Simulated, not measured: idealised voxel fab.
process module | voxel gate over fins
cross-section cut | 230 nm wide | cells 5 nm
A cross-section is a grid of square cells, given in bands from the top down. A band is one or more rows of cells.
Each band's line starts with the height of the band's top and of its bottom, in nm. Then come its materials from left to right, each with its width in nm. One material with "throughout" fills the band from edge to edge. "air" is empty space.
Height 0 is the level under which the wafer as received is all one material. The lowest band goes on downwards, as in "0 down".
A width such as "30 to 40" changes by the same amount from each row of cells to the next, from the band's top row to its bottom row.
"no change" after a step means that no cell of the cross-section changed.
closed voids: empty space of 8 cells or more with no open way to the top, each as width x height at its distance from the left edge, in nm
after a step's settings: what the simulator itself notes on the step
overlay nm, on a step with a mask: how far to the right of its planned place the mask lay; to the left if negative
Each pair below shows a cross-section before one step and the cross-section after it, down to the lowest band that changed. The line under each pair gives the step between them, with its settings. The pairs can come from different runs of this module on the same starting wafer, so a pair continues from the pair above only where its "before" says so.
before
  10 to 0: SiN 65 | SiO2 15 | SiN 25 | SiO2 15 | SiN 25 | SiO2 15 | SiN 70
  0 to -35: Si 65 | SiO2 15 | Si 25 | SiO2 15 | Si 25 | SiO2 15 | Si 70
  -35 down: Si throughout
  closed voids: none
after
  10 to 0: SiN 65 | air 15 | SiN 25 | air 15 | SiN 25 | air 15 | SiN 70
  0 to -10: Si 65 | air 15 | Si 25 | air 15 | Si 25 | air 15 | Si 70
  below -10: unchanged
  closed voids: none
the step between: op SELECTIVE_ETCH | etch materials SiO2 | depth nm 20
before: the cross-section after the pair above
after
  0 to -10: Si 65 | air 15 | Si 25 | air 15 | Si 25 | air 15 | Si 70
  below -10: unchanged
  closed voids: none
the step between: op STRIP | etch materials SiN
before: the cross-section after the pair above
after
  5 to 0: HfO2 70 | air 5 | HfO2 35 | air 5 | HfO2 35 | air 5 | HfO2 75
  0 to -5: Si 65 | HfO2 5 | air 5 | HfO2 5 | Si 25 | HfO2 5 | air 5 | HfO2 5 | Si 25 | HfO2 5 | air 5 | HfO2 5 | Si 70
  -5 to -10: Si 65 | HfO2 15 | Si 25 | HfO2 15 | Si 25 | HfO2 15 | Si 70
  below -10: unchanged
  closed voids: none
the step between: op CONFORMAL_DEP | material HfO2 | thk nm 5
before: the cross-section after the pair above
after
  10 to 5: TiN throughout
  5 to 0: HfO2 70 | TiN 5 | HfO2 35 | TiN 5 | HfO2 35 | TiN 5 | HfO2 75
  0 to -5: Si 65 | HfO2 5 | TiN 5 | HfO2 5 | Si 25 | HfO2 5 | TiN 5 | HfO2 5 | Si 25 | HfO2 5 | TiN 5 | HfO2 5 | Si 70
  below -5: unchanged
  closed voids: none
the step between: op CONFORMAL_DEP | material TiN | thk nm 5
before: the cross-section after the pair above
after
  15 to 10: TiAl throughout
  below 10: unchanged
  closed voids: none
the step between: op CONFORMAL_DEP | material TiAl | thk nm 5
before: the cross-section after the pair above
after
  20 to 15: TiN throughout
  below 15: unchanged
  closed voids: none
the step between: op CONFORMAL_DEP | material TiN | thk nm 5
before: the cross-section after the pair above
after
  35 to 20: W throughout
  below 20: unchanged
  closed voids: none
the step between: op FILL_DEP | material W | thk nm 15
before: the cross-section after the pair above
after
  30 to 20: W throughout
  below 20: unchanged
  closed voids: none
the step between: op CMP | height nm 30
before: the cross-section after the pair above
after
  35 to 30: SiCN throughout
  below 30: unchanged
  closed voids: none
the step between: op CONFORMAL_DEP | material SiCN | thk nm 5
